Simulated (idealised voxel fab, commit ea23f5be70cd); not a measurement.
Presented below is a process module, voxel plated lines.
It is cross-section cut that appears here, measuring 195 nm in width, its square cells being 5 nm in size.
Square cells in a grid make up a cross-section in this document, and the grid is given as bands, listed from the top down, each one or more rows of cells.
Heads up on the band format: heights come first, top then bottom, in nm. After that it's the materials left to right, each with its width in nm. A single material flagged "throughout" fills the whole band edge to edge, and "blank" means there's empty space there.
The reference from which all heights are counted is 0, the level beneath which the as-received wafer is entirely one material; the lowest band, having no lower bound, proceeds downward and is written after the example "0 and below".
Per-row width for "30..40": begins at first number (top row of band), ends at second number (bottom row), increment between rows held constant.
Take "no change occurred" at face value: in the step it is given for, the cross-section changed in none of its cells.
Under "Closed void inventory" you'll find the enclosed gaps, the ones with no way out to the top, that are 8 cells or bigger; each reads width x height at distance, with distance counted from the left edge, everything in nm.
Text after the settings on a step's line: the simulator's own remark on that step.
The optional step-line setting "overlay nm" applies to steps with a mask and quantifies how far to the right of its planned location the mask lay, a negative value indicating leftward placement.

-- plan
- 1: RECEIVE: material Si
- 2: CONFORMAL_DEP: material SiN, thk nm 10
- 3: DIRECTIONAL_DEP: material TiN, thk nm 5
- 4: PATTERN: tone open, mask id LINES, material resist, width nm 20, pitch nm 40, thk nm 15, overlay nm 0
- 5: EPI: material Ru, thk nm 5
- 6: STRIP: etch materials resist
- 7: DIRECTIONAL_ETCH: etch materials TiN, depth nm 5
- 8: CONFORMAL_DEP: material SiCN, thk nm 10

-- Of two wafers, the first: run according to plan

-- Delivered wafer in cross-section: state after step 1
    0 and below = Si throughout
    Closed void inventory: none

-- After step 2, in cross-section
    10 down to 0 = SiN throughout
    Whatever lies below 0 is exactly as it was before.

-- After step 3, in cross-section
    15 down to 10 = TiN throughout
    Whatever lies below 10 is exactly as it was before.

-- After step 4, in cross-section
    30 down to 15 = resist=45  blank=20  resist=20  blank=20  resist=20  blank=20  resist=50
    Whatever lies below 15 is exactly as it was before.

-- After step 5, in cross-section
    30 down to 20 = resist=45  blank=20  resist=20  blank=20  resist=20  blank=20  resist=50
    20 down to 15 = resist=45  Ru=20  resist=20  Ru=20  resist=20  Ru=20  resist=50
    Whatever lies below 15 is exactly as it was before.

-- After step 6, in cross-section
    20 down to 15 = blank=45  Ru=20  blank=20  Ru=20  blank=20  Ru=20  blank=50
    Whatever lies below 15 is exactly as it was before.

-- After step 7, in cross-section
    20 down to 15 = blank=45  Ru=20  blank=20  Ru=20  blank=20  Ru=20  blank=50
    15 down to 10 = blank=45  TiN=20  blank=20  TiN=20  blank=20  TiN=20  blank=50
    Whatever lies below 10 is exactly as it was before.

-- After step 8, in cross-section
    30 down to 20 = blank=35  SiCN=120  blank=40
    20 down to 15 = SiCN=45  Ru=20  SiCN=20  Ru=20  SiCN=20  Ru=20  SiCN=50
    15 down to 10 = SiCN=45  TiN=20  SiCN=20  TiN=20  SiCN=20  TiN=20  SiCN=50
    Whatever lies below 10 is exactly as it was before.

-- Wafer two of the pair: same origin, same plan, one error during the run; identical to wafer one up to and including step 3

-- Second wafer: cross-section at the scheduled end of step 4
    30 down to 15 = resist=45  blank=25  resist=15  blank=25  resist=15  blank=25  resist=45
    Whatever lies below 15 is exactly as it was before.

-- Second wafer: cross-section at the scheduled end of step 5
    30 down to 20 = resist=45  blank=25  resist=15  blank=25  resist=15  blank=25  resist=45
    20 down to 15 = resist=45  Ru=25  resist=15  Ru=25  resist=15  Ru=25  resist=45
    Whatever lies below 15 is exactly as it was before.

-- Second wafer: cross-section at the scheduled end of step 6
    20 down to 15 = blank=45  Ru=25  blank=15  Ru=25  blank=15  Ru=25  blank=45
    Whatever lies below 15 is exactly as it was before.

-- Second wafer: cross-section at the scheduled end of step 7
    20 down to 15 = blank=45  Ru=25  blank=15  Ru=25  blank=15  Ru=25  blank=45
    15 down to 10 = blank=45  TiN=25  blank=15  TiN=25  blank=15  TiN=25  blank=45
    Whatever lies below 10 is exactly as it was before.

-- Second wafer: cross-section at the scheduled end of step 8
    30 down to 20 = blank=35  SiCN=125  blank=35
    20 down to 15 = SiCN=45  Ru=25  SiCN=15  Ru=25  SiCN=15  Ru=25  SiCN=45
    15 down to 10 = SiCN=45  TiN=25  SiCN=15  TiN=25  SiCN=15  TiN=25  SiCN=45
    Whatever lies below 10 is exactly as it was before.
Finding, execution versus plan: for step 4, the planned setting was not used; the step was instead run as PATTERN: tone open, mask id LINES, material resist, width nm 25, pitch nm 40, thk nm 15, overlay nm 0
Bottom line after processing is that, in cells, the second wafer is up or down on some materials versus the first: Ru +3, SiCN -4, TiN +3
